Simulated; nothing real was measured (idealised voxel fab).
A process module follows: voxel wiring stack.
Section cut is 215 nm wide and gridded with 5 nm square cells.
We lay out every cross-section as a grid of square cells and spell it out in bands from the top down, where one band means one or more rows of cells.
Band: top height; bottom height; in nm. Then, left to right: material with width in nm, for each material. "everywhere": a single material spanning edge to edge. "blank": empty space.
Height 0 is the level under which the wafer as received is all one material. The lowest band goes on downwards, as in "from 0 down".
Read "30 to 40" as a graded width: first number on top, second number at the bottom, same change between each pair of neighbouring rows.
No cell of the cross-section changed in a step that is given as "no modification".
"Closed void catalog" means: voids of 8 cells or more that are shut off from the top with no open way through. Written width x height at distance, distance from the left edge, in nm.
after a step's settings: what the simulator itself notes on the step
A step line may carry the setting "overlay nm", which, for steps involving a mask, states the distance by which the mask lay to the right of its intended position; negative values denote displacement to the left.
**Process steps - plan**
1: RECEIVE with material Si
2: CONFORMAL_DEP with material SiO2, thk nm 15
3: DIRECTIONAL_DEP with material TiN, thk nm 5
4: DIRECTIONAL_DEP with material Ru, thk nm 20
5: MASKED_ETCH with tone cover, mask id METAL_1, width nm 25, pitch nm 55, etch materials Ru, depth nm 20, overlay nm 0
6: MASKED_ETCH with tone cover, mask id METAL_1, width nm 25, pitch nm 55, etch materials TiN, depth nm 5, overlay nm 0
7: CONFORMAL_DEP with material SiN, thk nm 5
8: FILL_DEP with material lowk, thk nm 5
9: CMP with height nm 40
10: CONFORMAL_DEP with material SiCN, thk nm 5
11: DIRECTIONAL_DEP with material SiO2, thk nm 30
12: PATTERN with tone open, mask id METAL_2, material resist, width nm 25, pitch nm 55, thk nm 15, overlay nm 0
13: DIRECTIONAL_ETCH with etch materials SiO2, depth nm 20
14: STRIP with etch materials resist
15: DIRECTIONAL_DEP with material aC, thk nm 15
16: PATTERN with tone open, mask id METAL_2_HOLES, material resist, width nm 15, pitch nm 55, thk nm 30, overlay nm 0
17: DIRECTIONAL_ETCH with etch materials aC, depth nm 15
18: STRIP with etch materials resist
19: DIRECTIONAL_ETCH with etch materials SiO2, depth nm 10
20: DIRECTIONAL_ETCH with etch materials SiCN, depth nm 5
21: STRIP with etch materials aC
22: CONFORMAL_DEP with material TiN, thk nm 5
23: FILL_DEP with material Cu, thk nm 10
24: CMP with height nm 75
25: CONFORMAL_DEP with material SiCN, thk nm 5
**First wafer, two in total, run as planned**
**As-received state of the wafer in cross-section, equivalent to post-step 1**
- from 0 down = Si everywhere
- Closed void catalog: none
**Wafer xsec, post step 2**
- from 15 to 0 = SiO2 everywhere
- Anything lower than 0 is untouched.
**Wafer xsec, post step 3**
- from 20 to 15 = TiN everywhere
- Anything lower than 15 is untouched.
**Wafer xsec, post step 4**
- from 40 to 20 = Ru everywhere
- Anything lower than 20 is untouched.
**Wafer xsec, post step 5**
- from 40 to 20 = blank=40  Ru=25  blank=30  Ru=25  blank=30  Ru=25  blank=40
- Anything lower than 20 is untouched.
**Wafer xsec, post step 6**
- from 40 to 20 = blank=40  Ru=25  blank=30  Ru=25  blank=30  Ru=25  blank=40
- from 20 to 15 = blank=40  TiN=25  blank=30  TiN=25  blank=30  TiN=25  blank=40
- Anything lower than 15 is untouched.
**Wafer xsec, post step 7**
- from 45 to 40 = blank=35  SiN=35  blank=20  SiN=35  blank=20  SiN=35  blank=35
- from 40 to 20 = blank=35  SiN=5  Ru=25  SiN=5  blank=20  SiN=5  Ru=25  SiN=5  blank=20  SiN=5  Ru=25  SiN=5  blank=35
- from 20 to 15 = SiN=40  TiN=25  SiN=30  TiN=25  SiN=30  TiN=25  SiN=40
- Anything lower than 15 is untouched.
**Wafer xsec, post step 8**
- from 50 to 45 = lowk everywhere
- from 45 to 40 = lowk=35  SiN=35  lowk=20  SiN=35  lowk=20  SiN=35  lowk=35
- from 40 to 20 = lowk=35  SiN=5  Ru=25  SiN=5  lowk=20  SiN=5  Ru=25  SiN=5  lowk=20  SiN=5  Ru=25  SiN=5  lowk=35
- Anything lower than 20 is untouched.
**Wafer xsec, post step 9**
- from 40 to 20 = lowk=35  SiN=5  Ru=25  SiN=5  lowk=20  SiN=5  Ru=25  SiN=5  lowk=20  SiN=5  Ru=25  SiN=5  lowk=35
- Anything lower than 20 is untouched.
**Wafer xsec, post step 10**
- from 45 to 40 = SiCN everywhere
- Anything lower than 40 is untouched.
**Wafer xsec, post step 11**
- from 75 to 45 = SiO2 everywhere
- Anything lower than 45 is untouched.
**Wafer xsec, post step 12**
- from 90 to 75 = resist=40  blank=25  resist=30  blank=25  resist=30  blank=25  resist=40
- Anything lower than 75 is untouched.
**Wafer xsec, post step 13**
- from 90 to 75 = resist=40  blank=25  resist=30  blank=25  resist=30  blank=25  resist=40
- from 75 to 55 = SiO2=40  blank=25  SiO2=30  blank=25  SiO2=30  blank=25  SiO2=40
- Anything lower than 55 is untouched.
**Wafer xsec, post step 14**
- from 75 to 55 = SiO2=40  blank=25  SiO2=30  blank=25  SiO2=30  blank=25  SiO2=40
- Anything lower than 55 is untouched.
**Wafer xsec, post step 15**
- from 90 to 75 = aC=40  blank=25  aC=30  blank=25  aC=30  blank=25  aC=40
- from 75 to 70 = SiO2=40  blank=25  SiO2=30  blank=25  SiO2=30  blank=25  SiO2=40
- from 70 to 55 = SiO2=40  aC=25  SiO2=30  aC=25  SiO2=30  aC=25  SiO2=40
- Anything lower than 55 is untouched.
**Wafer xsec, post step 16**
- from 120 to 90 = resist=40  blank=15  resist=40  blank=15  resist=40  blank=15  resist=50
- from 90 to 75 = aC=40  blank=15  resist=10  aC=30  blank=15  resist=10  aC=30  blank=15  resist=10  aC=40
- from 75 to 70 = SiO2=40  blank=15  resist=10  SiO2=30  blank=15  resist=10  SiO2=30  blank=15  resist=10  SiO2=40
- Anything lower than 70 is untouched.
**Wafer xsec, post step 17**
- from 105 to 90 = resist=40  blank=15  resist=40  blank=15  resist=40  blank=15  resist=50
- from 90 to 75 = aC=40  blank=15  resist=10  aC=30  blank=15  resist=10  aC=30  blank=15  resist=10  aC=40
- from 75 to 70 = SiO2=40  blank=15  resist=10  SiO2=30  blank=15  resist=10  SiO2=30  blank=15  resist=10  SiO2=40
- from 70 to 55 = SiO2=40  blank=15  aC=10  SiO2=30  blank=15  aC=10  SiO2=30  blank=15  aC=10  SiO2=40
- Anything lower than 55 is untouched.
**Wafer xsec, post step 18**
- from 90 to 75 = aC=40  blank=25  aC=30  blank=25  aC=30  blank=25  aC=40
- from 75 to 70 = SiO2=40  blank=25  SiO2=30  blank=25  SiO2=30  blank=25  SiO2=40
- Anything lower than 70 is untouched.
**Wafer xsec, post step 19**
- from 90 to 75 = aC=40  blank=25  aC=30  blank=25  aC=30  blank=25  aC=40
- from 75 to 70 = SiO2=40  blank=25  SiO2=30  blank=25  SiO2=30  blank=25  SiO2=40
- from 70 to 55 = SiO2=40  blank=15  aC=10  SiO2=30  blank=15  aC=10  SiO2=30  blank=15  aC=10  SiO2=40
- from 55 to 45 = SiO2=40  blank=15  SiO2=40  blank=15  SiO2=40  blank=15  SiO2=50
- Anything lower than 45 is untouched.
**Wafer xsec, post step 20**
- from 90 to 75 = aC=40  blank=25  aC=30  blank=25  aC=30  blank=25  aC=40
- from 75 to 70 = SiO2=40  blank=25  SiO2=30  blank=25  SiO2=30  blank=25  SiO2=40
- from 70 to 55 = SiO2=40  blank=15  aC=10  SiO2=30  blank=15  aC=10  SiO2=30  blank=15  aC=10  SiO2=40
- from 55 to 45 = SiO2=40  blank=15  SiO2=40  blank=15  SiO2=40  blank=15  SiO2=50
- from 45 to 40 = SiCN=40  blank=15  SiCN=40  blank=15  SiCN=40  blank=15  SiCN=50
- Anything lower than 40 is untouched.
**Wafer xsec, post step 21**
- from 75 to 55 = SiO2=40  blank=25  SiO2=30  blank=25  SiO2=30  blank=25  SiO2=40
- Anything lower than 55 is untouched.
**Wafer xsec, post step 22**
- from 80 to 75 = TiN=45  blank=15  TiN=40  blank=15  TiN=40  blank=15  TiN=45
- from 75 to 60 = SiO2=40  TiN=5  blank=15  TiN=5  SiO2=30  TiN=5  blank=15  TiN=5  SiO2=30  TiN=5  blank=15  TiN=5  SiO2=40
- from 60 to 55 = SiO2=40  TiN=5  blank=5  TiN=15  SiO2=30  TiN=5  blank=5  TiN=15  SiO2=30  TiN=5  blank=5  TiN=15  SiO2=40
- from 55 to 45 = SiO2=40  TiN=5  blank=5  TiN=5  SiO2=40  TiN=5  blank=5  TiN=5  SiO2=40  TiN=5  blank=5  TiN=5  SiO2=50
- from 45 to 40 = SiCN=40  TiN=15  SiCN=40  TiN=15  SiCN=40  TiN=15  SiCN=50
- Anything lower than 40 is untouched.
**Wafer xsec, post step 23**
- from 90 to 80 = Cu everywhere
- from 80 to 75 = TiN=45  Cu=15  TiN=40  Cu=15  TiN=40  Cu=15  TiN=45
- from 75 to 60 = SiO2=40  TiN=5  Cu=15  TiN=5  SiO2=30  TiN=5  Cu=15  TiN=5  SiO2=30  TiN=5  Cu=15  TiN=5  SiO2=40
- from 60 to 55 = SiO2=40  TiN=5  Cu=5  TiN=15  SiO2=30  TiN=5  Cu=5  TiN=15  SiO2=30  TiN=5  Cu=5  TiN=15  SiO2=40
- from 55 to 45 = SiO2=40  TiN=5  Cu=5  TiN=5  SiO2=40  TiN=5  Cu=5  TiN=5  SiO2=40  TiN=5  Cu=5  TiN=5  SiO2=50
- Anything lower than 45 is untouched.
**Wafer xsec, post step 24**
- from 75 to 60 = SiO2=40  TiN=5  Cu=15  TiN=5  SiO2=30  TiN=5  Cu=15  TiN=5  SiO2=30  TiN=5  Cu=15  TiN=5  SiO2=40
- Anything lower than 60 is untouched.
**Wafer xsec, post step 25**
- from 80 to 75 = SiCN everywhere
- Anything lower than 75 is untouched.
**Second wafer, same starting conditions and recipe as the first, one mistake in executing it, nothing differs from the first up to and including step 23**
Cross-section of the second wafer when, according to plan, step 24 should have finished: no modification
**Cross-section of the second wafer when, according to plan, step 25 should have finished**
- from 95 to 90 = SiCN everywhere
- Anything lower than 90 is untouched.
The mistake made against the process plan was this: not run: step 24 of the plan (skipped)
Final cells, second wafer relative to first, materials higher or lower: +95 Cu; +34 TiN
